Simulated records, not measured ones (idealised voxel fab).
This is a process module. Its name is voxel trench capacitor.
Each square cell in cross-section cut measures 5 nm, and the section as a whole is 245 nm wide.
Throughout this document, each cross-section is represented as a grid of square cells and is presented as a sequence of bands enumerated from the top downward, where a band comprises one or more rows of cells. It is stipulated that each band's entry specify, in nanometres, the height of the top of the band and then that of its bottom, followed by the materials of the band in left-to-right sequence, each together with its width in nanometres. A single material marked by the word "full width" is understood to fill the band from edge to edge; the word "air" is understood to denote empty space. Convention: height 0 is the level below which the wafer, as received, is all one material. The lowest band does not terminate at the bottom but continues downward, represented as "z 0 and below". The width entry "30->40" should be interpreted row by row: the top row of cells in the band takes the first number, the bottom row takes the second number, and the change between adjacent rows is uniform throughout. Step marked "nothing changed"? Then no cell in the cross-section changed in it. Closed empty spaces (no open way to the top) of 8 cells or more are what "Cavities, closed" lists, each as width x height at distance from the left edge, nm for all three. That trailing text on a step's line, after the settings, is the simulator's own remark on the step. overlay nm, on a step with a mask: how far to the right of its planned place the mask lay; to the left if negative.
Here's what the planned process steps look like
1) RECEIVE (material Si)
2) CONFORMAL_DEP (material SiN; thk nm 5)
3) DIRECTIONAL_DEP (material aC; thk nm 15)
4) PATTERN (tone open; mask id TRENCH; material resist; width nm 15; pitch nm 35; thk nm 35; overlay nm 0)
5) DIRECTIONAL_ETCH (etch materials aC; depth nm 15)
6) STRIP (etch materials resist)
7) DIRECTIONAL_ETCH (etch materials SiN; depth nm 5)
8) DIRECTIONAL_ETCH (etch materials Si; depth nm 25)
9) STRIP (etch materials aC)
10) CONFORMAL_DEP (material SiO2; thk nm 5)
11) FILL_DEP (material polySi; thk nm 10)
12) CMP (height nm 5)
Heads up: all these wafers start the same, and what changes between them is the depth nm in step 8. The value you see in the plan is just what the first wafer got.
Sectional view: first of several wafers, as received, after step 1
* z 0 and below | Si full width
* Cavities, closed: none
Below, a row for every wafer. Read it as the end-of-module picture: for each material the wafer shows its cells gained (+) or lost (-) since it was received, and then its closed voids
depth nm 25 | -30 Si | +43 SiN | +26 SiO2 | +10 polySi | Cavities, closed: none
depth nm 30 | -36 Si | +43 SiN | +30 SiO2 | +12 polySi | Cavities, closed: none
depth nm 35 | -42 Si | +43 SiN | +34 SiO2 | +14 polySi | Cavities, closed: none
depth nm 40 | -48 Si | +43 SiN | +38 SiO2 | +16 polySi | Cavities, closed: none
depth nm 45 | -54 Si | +43 SiN | +42 SiO2 | +18 polySi | Cavities, closed: none
depth nm 50 | -60 Si | +43 SiN | +46 SiO2 | +20 polySi | Cavities, closed: none
